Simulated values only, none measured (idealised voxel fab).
Process module name: voxel self aligned contacts
Shown is cross-section cut, with a width of 185 nm and square cells of size 5 nm.
This document writes a cross-section as a grid whose cells are square, and gives it as bands, listed from the top down; one or more rows of cells form a band.
The entry gives the band's vertical extent as a top height and a bottom height in nm, then its horizontal make-up as materials from left to right, each with a width in nm. "blank" stands for empty space; a single material marked "all across" fills the band edge to edge.
The reference from which all heights are counted is 0, the level beneath which the as-received wafer is entirely one material; the lowest band, having no lower bound, proceeds downward and is written after the example "top 0, no bottom".
When a width is written as two numbers, as in "30 to 40", the first number is the width in the top row of cells of the band and the second is the width in its bottom row, and the width changes by the same amount from each row to the next.
Where a step carries "nothing altered", the cross-section came out of it unchanged, cell for cell.
If an empty space has no open way to the top and is at least 8 cells in size, "Closed cavities" lists it, written width x height at distance, where distance is measured from the left edge and every value is in nm.
What comes after the settings on a step's line is commentary from the simulator itself on that step.
overlay nm: for a step with a mask, the amount by which the mask lay right of where it was planned; a negative amount means left of it.
# This section lists the process steps that were planned
1,RECEIVE | material Si
2,CONFORMAL_DEP | material SiO2 | thk nm 5
3,DIRECTIONAL_DEP | material polySi | thk nm 30
4,DIRECTIONAL_DEP | material SiN | thk nm 20
5,PATTERN | tone cover | mask id GATE | material resist | width nm 25 | pitch nm 60 | thk nm 20 | overlay nm 0
6,DIRECTIONAL_ETCH | etch materials SiN | depth nm 20
7,DIRECTIONAL_ETCH | etch materials polySi | depth nm 30
8,STRIP | etch materials resist
9,CONFORMAL_DEP | material SiN | thk nm 10
10,DIRECTIONAL_ETCH | etch materials SiN | depth nm 10
11,FILL_DEP | material SiO2 | thk nm 20
12,CMP | height nm 65
13,PATTERN | tone open | mask id CONTACT | material resist | width nm 45 | thk nm 15 | overlay nm 0
14,DIRECTIONAL_ETCH | etch materials SiO2 | depth nm 65
15,STRIP | etch materials resist
16,CONFORMAL_DEP | material TiN | thk nm 5
17,FILL_DEP | material W | thk nm 5
18,CMP | height nm 65
19,CONFORMAL_DEP | material SiCN | thk nm 5
# Incoming wafer in cross-section (state: after step 1)
top 0, no bottom = Si all across
Closed cavities: none
# Cross-sectional result after module completion. Note: starting condition and plan are unchanged from above; one processing mistake was made
top 70, bottom 65 = SiCN all across
top 65, bottom 55 = 70 SiO2, then 5 to 20 TiN, then 35 to 5 W, then 5 to 20 TiN, then 70 SiO2
top 55, bottom 45 = 40 SiO2, then 45 SiN, then 5 TiN, then 5 W, then 5 TiN, then 45 SiN, then 40 SiO2
top 45, bottom 40 = 40 SiO2, then 45 SiN, then 15 TiN, then 45 SiN, then 40 SiO2
top 40, bottom 35 = SiN all across
top 35, bottom 5 = polySi all across
top 5, bottom 0 = SiO2 all across
top 0, no bottom = Si all across
Closed cavities: none
Heads up, the wafer didn't run the way we planned it: step 6 went in with a setting other than planned; the actual run was DIRECTIONAL_ETCH | etch materials SiN | depth nm 15
